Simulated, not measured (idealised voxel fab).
process module | voxel local oxidation
Section shown: cut. Width: 295 nm. Cell size: 5 nm, square.
In what follows, cross-sections appear as grids of square cells, described through bands that run from the top down, where every band is one or more rows of cells.
For a band, the entry starts with two heights in nm, that of the top and then that of the bottom, and carries on with the band's materials in order from left to right, each alongside its width in nm; the word "full width" beside a single material means it fills the band edge to edge, and "air" means empty space.
A quick word on heights: they are counted from 0, and under that level the wafer as it came to us is one material throughout. The lowest band is different from the rest in having no bottom; it simply continues downward, written as in "0 nm and below".
It should be noted that a width expressed as "30 to 40" varies in equal increments from row to row of cells within the band, taking the value of the first number at the top row and that of the second number at the bottom row.
Step note "left unchanged" = no cross-section cell changed.
"Closed void inventory" contains a list of empty spaces, each no smaller than 8 cells and without an open way to the top, written in the form width x height at distance with the distance from the left edge and all three in nm.
after a step's settings: what the simulator itself notes on the step
overlay nm: where the mask lay relative to plan, measured to the right, on steps with a mask; negatives go left.

-- Below is the list of planned process steps
1. RECEIVE,material Si
2. CONFORMAL_DEP,material SiO2,thk nm 5
3. CONFORMAL_DEP,material SiN,thk nm 10
4. DIRECTIONAL_DEP,material aC,thk nm 15
5. PATTERN,tone cover,mask id ACTIVE,material resist,width nm 100,pitch nm 130,thk nm 35,overlay nm 0
6. DIRECTIONAL_ETCH,etch materials aC,depth nm 15
7. STRIP,etch materials resist
8. DIRECTIONAL_ETCH,etch materials SiN,depth nm 10
9. STRIP,etch materials aC
10. SELECTIVE_ETCH,etch materials SiO2,depth nm 5
11. OXIDIZE,depth nm 10
12. STRIP,etch materials SiN

-- Received-state cross-section, reflecting completion of step 1
  0 nm and below = Si full width
  Closed void inventory: none

-- Post-module cross-section: identical start and plan to those above, one misstep in execution
  0 nm to -10 nm = SiO2: 40, then Si: 80, then SiO2: 50, then Si: 80, then SiO2: 45
  -10 nm and below = Si full width
  Closed void inventory: none
Error vs. plan: plan step 2 never ran because it was skipped
